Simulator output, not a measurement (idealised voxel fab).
A process module follows: voxel double patterning.
It is cross-section cut that appears here, measuring 210 nm in width, its square cells being 5 nm in size.
When this document writes out a cross-section, it uses a grid of square cells and lists it as bands, beginning at the top and moving down, with a band standing for one or more rows of cells. Top height, bottom height, nm. Materials left to right, width each, nm. Single material + "everywhere" = fills band edge to edge. "empty" = empty. Heights are expressed relative to 0, this being the level below which the as-received wafer comprises one material exclusively. The lowest band is unbounded in the downward direction and is denoted as in "0 and below". Read "30->40" as a graded width: first number on top, second number at the bottom, same change between each pair of neighbouring rows. "no modifications" (step): cross-section cells unchanged, all of them. What "Fully closed voids" gives you is every empty space of 8 cells or more that is cut off from the top. Each appears as width x height at distance, with the distance taken from the left edge and width, height and distance all in nm. Where a step's line continues beyond its settings, the continuation is a remark by the simulator itself on that step. overlay nm: right-of-plan distance of the mask on a masked step; negative values mean left-of-plan.
plan
1) RECEIVE with material Si
2) CONFORMAL_DEP with material SiO2, thk nm 5
3) DIRECTIONAL_DEP with material W, thk nm 10
4) DIRECTIONAL_DEP with material SiN, thk nm 10
5) MASKED_ETCH with tone open, mask id FIRST, width nm 15, pitch nm 50, etch materials SiN, depth nm 10, overlay nm 0
6) MASKED_ETCH with tone open, mask id SECOND, width nm 15, etch materials SiN, depth nm 10, overlay nm 0
7) DIRECTIONAL_ETCH with etch materials W, depth nm 10
8) STRIP with etch materials SiN
Cross-sectional view of the wafer in its as-received condition, corresponding to the state after step 1
> 0 and below = Si everywhere
> Fully closed voids: none
First of two wafers: cross-section at end of module, run per plan
> 15 down to 5 = 70 of W, then 15 of empty, then 10 of W, then 15 of empty, then 10 of W, then 15 of empty, then 75 of W
> 5 down to 0 = SiO2 everywhere
> 0 and below = Si everywhere
> Fully closed voids: none
Module end: cross-section of wafer two of two. Same start and process plan as the first wafer. One mistake during execution
> 25 down to 15 = 70 of SiN, then 15 of empty, then 10 of SiN, then 15 of empty, then 10 of SiN, then 15 of empty, then 75 of SiN
> 15 down to 5 = 70 of W, then 15 of empty, then 10 of W, then 15 of empty, then 10 of W, then 15 of empty, then 75 of W
> 5 down to 0 = SiO2 everywhere
> 0 and below = Si everywhere
> Fully closed voids: none
What went wrong in running the wafer? plan step 8 never ran because it was skipped
Materials where the second wafer ends with more or fewer cells than the first: 66 more of SiN
